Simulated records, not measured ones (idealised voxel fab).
process module | voxel transistor to metal
Cross-section cut spans 270 nm and uses square cells 5 nm in size.
Bands, listed from the top down, are how a cross-section gets written in this document; the cross-section itself is a grid of square cells, and a band is one or more rows of them.
First you get the band's top height and its bottom height, in nm, and then the materials it's made of, left to right, with each width in nm. If you see a single material with "everywhere", that one covers the band edge to edge. "empty" is empty space.
Height reference: 0 = level under which incoming wafer is all one material. Lowest band: no bottom, runs on downward, e.g. "0..down".
Width "30..40": first value at the band's top row of cells, second value at its bottom row, equal change from row to row.
Basically "nothing different" means that step didn't change any cell in the cross-section.
Closed-off voids of 8+ cells (no open route to the top) go in "Voids, enclosed", written width x height at distance from the left edge, in nm.
Formally, on a step line, whatever follows the settings is a remark that the simulator itself makes on the step.
overlay nm: mask right of planned place by this much (step with mask). Neg. = left.

Listed below are the process steps as planned:
1,RECEIVE (material Si)
2,CONFORMAL_DEP (material SiO2; thk nm 5)
3,CONFORMAL_DEP (material SiN; thk nm 15)
4,DIRECTIONAL_DEP (material aC; thk nm 15)
5,PATTERN (tone cover; mask id ACTIVE; material resist; width nm 105; pitch nm 135; thk nm 30; overlay nm 0)
6,DIRECTIONAL_ETCH (etch materials aC; depth nm 15)
7,STRIP (etch materials resist)
8,DIRECTIONAL_ETCH (etch materials SiN; depth nm 15)
9,DIRECTIONAL_ETCH (etch materials SiO2; depth nm 5)
10,DIRECTIONAL_ETCH (etch materials Si; depth nm 25)
11,STRIP (etch materials aC)
12,OXIDIZE (depth nm 5)
13,FILL_DEP (material SiO2; thk nm 5)
14,CMP (height nm 20)
15,SELECTIVE_ETCH (etch materials SiO2; depth nm 5)
16,STRIP (etch materials SiN)
17,SELECTIVE_ETCH (etch materials SiO2; depth nm 5)
18,OXIDIZE (depth nm 5)
19,DIRECTIONAL_DEP (material polySi; thk nm 20)
20,DIRECTIONAL_DEP (material SiCN; thk nm 10)
21,MASKED_ETCH (tone cover; mask id GATE; width nm 25; pitch nm 135; etch materials SiCN; depth nm 20; overlay nm 0)
22,MASKED_ETCH (tone cover; mask id GATE; width nm 25; pitch nm 135; etch materials polySi; depth nm 30; overlay nm 0)
23,CONFORMAL_DEP (material SiN; thk nm 5)
24,DIRECTIONAL_ETCH (etch materials SiN; depth nm 5)
25,DIRECTIONAL_ETCH (etch materials SiO2; depth nm 5)
26,DIRECTIONAL_ETCH (etch materials Si; depth nm 10)
27,EPI (material pSi; thk nm 15)
28,FILL_DEP (material SiO2; thk nm 10)
29,CMP (height nm 30)
30,DIRECTIONAL_DEP (material SiO2; thk nm 10)
31,PATTERN (tone open; mask id CONTACT; material resist; width nm 25; thk nm 20; overlay nm 0)
32,DIRECTIONAL_ETCH (etch materials SiO2; depth nm 40)
33,STRIP (etch materials resist)
34,CONFORMAL_DEP (material TiN; thk nm 5)
35,FILL_DEP (material Ru; thk nm 5)
36,CMP (height nm 40)
37,CONFORMAL_DEP (material SiN; thk nm 5)
38,DIRECTIONAL_DEP (material lowk; thk nm 25)
39,PATTERN (tone open; mask id METAL_1; material resist; width nm 15; thk nm 20; overlay nm 0)
40,DIRECTIONAL_ETCH (etch materials lowk; depth nm 25)
41,DIRECTIONAL_ETCH (etch materials SiN; depth nm 5)
42,STRIP (etch materials resist)
43,CONFORMAL_DEP (material TiN; thk nm 5)
44,FILL_DEP (material Ru; thk nm 5)
45,CMP (height nm 70)
46,CONFORMAL_DEP (material SiCN; thk nm 5)

Cross-section: wafer on arrival = after step 1:
0..down = Si everywhere
Voids, enclosed: none

One mistake in running the module, otherwise start and plan as above: cross-section at the end:
75..70 = SiCN everywhere
70..45 = lowk 25 nm | TiN 5 nm | Ru 5 nm | TiN 5 nm | lowk 55 nm | TiN 5 nm | Ru 5 nm | TiN 5 nm | lowk 50 nm | TiN 5 nm | Ru 5 nm | TiN 5 nm | lowk 55 nm | TiN 5 nm | Ru 5 nm | TiN 5 nm | lowk 25 nm
45..40 = SiN 25 nm | TiN 15 nm | SiN 55 nm | TiN 15 nm | SiN 50 nm | TiN 15 nm | SiN 55 nm | TiN 15 nm | SiN 25 nm
40..30 = SiO2 25 nm | TiN 5 nm | Ru 15 nm | TiN 5 nm | SiO2 35 nm | TiN 5 nm | Ru 15 nm | TiN 5 nm | SiO2 50 nm | TiN 5 nm | Ru 15 nm | TiN 5 nm | SiO2 35 nm | TiN 5 nm | Ru 15 nm | TiN 5 nm | SiO2 25 nm
30..20 = SiO2 25 nm | TiN 5 nm | Ru 15 nm | TiN 5 nm | SiN 5 nm | SiCN 25 nm | SiN 5 nm | TiN 5 nm | Ru 15 nm | TiN 5 nm | SiO2 50 nm | TiN 5 nm | Ru 15 nm | TiN 5 nm | SiN 5 nm | SiCN 25 nm | SiN 5 nm | TiN 5 nm | Ru 15 nm | TiN 5 nm | SiO2 25 nm
20..15 = SiO2 25 nm | TiN 5 nm | Ru 15 nm | TiN 5 nm | SiN 5 nm | polySi 25 nm | SiN 5 nm | TiN 5 nm | Ru 15 nm | TiN 5 nm | SiO2 50 nm | TiN 5 nm | Ru 15 nm | TiN 5 nm | SiN 5 nm | polySi 25 nm | SiN 5 nm | TiN 5 nm | Ru 15 nm | TiN 5 nm | SiO2 25 nm
15..10 = SiO2 25 nm | TiN 25 nm | SiN 5 nm | polySi 25 nm | SiN 5 nm | TiN 25 nm | SiO2 50 nm | TiN 25 nm | SiN 5 nm | polySi 25 nm | SiN 5 nm | TiN 25 nm | SiO2 25 nm
10..0 = SiO2 10 nm | SiN 5 nm | SiO2 10 nm | TiN 10 nm | pSi 15 nm | SiN 5 nm | polySi 25 nm | SiN 5 nm | pSi 15 nm | TiN 10 nm | SiO2 10 nm | SiN 5 nm | SiO2 20 nm | SiN 5 nm | SiO2 10 nm | TiN 10 nm | pSi 15 nm | SiN 5 nm | polySi 25 nm | SiN 5 nm | pSi 15 nm | TiN 10 nm | SiO2 10 nm | SiN 5 nm | SiO2 10 nm
0..-5 = SiO2 25 nm | pSi 25 nm | SiO2 35 nm | pSi 25 nm | SiO2 50 nm | pSi 25 nm | SiO2 35 nm | pSi 25 nm | SiO2 25 nm
-5..-15 = SiO2 30 nm | pSi 20 nm | Si 35 nm | pSi 20 nm | SiO2 60 nm | pSi 20 nm | Si 35 nm | pSi 20 nm | SiO2 30 nm
-15..-40 = SiO2 30 nm | Si 75 nm | SiO2 60 nm | Si 75 nm | SiO2 30 nm
-40..down = Si everywhere
Voids, enclosed: none
What was done differently from what was planned? step 12 was processed under conditions differing from the plan, specifically as OXIDIZE (depth nm 15)
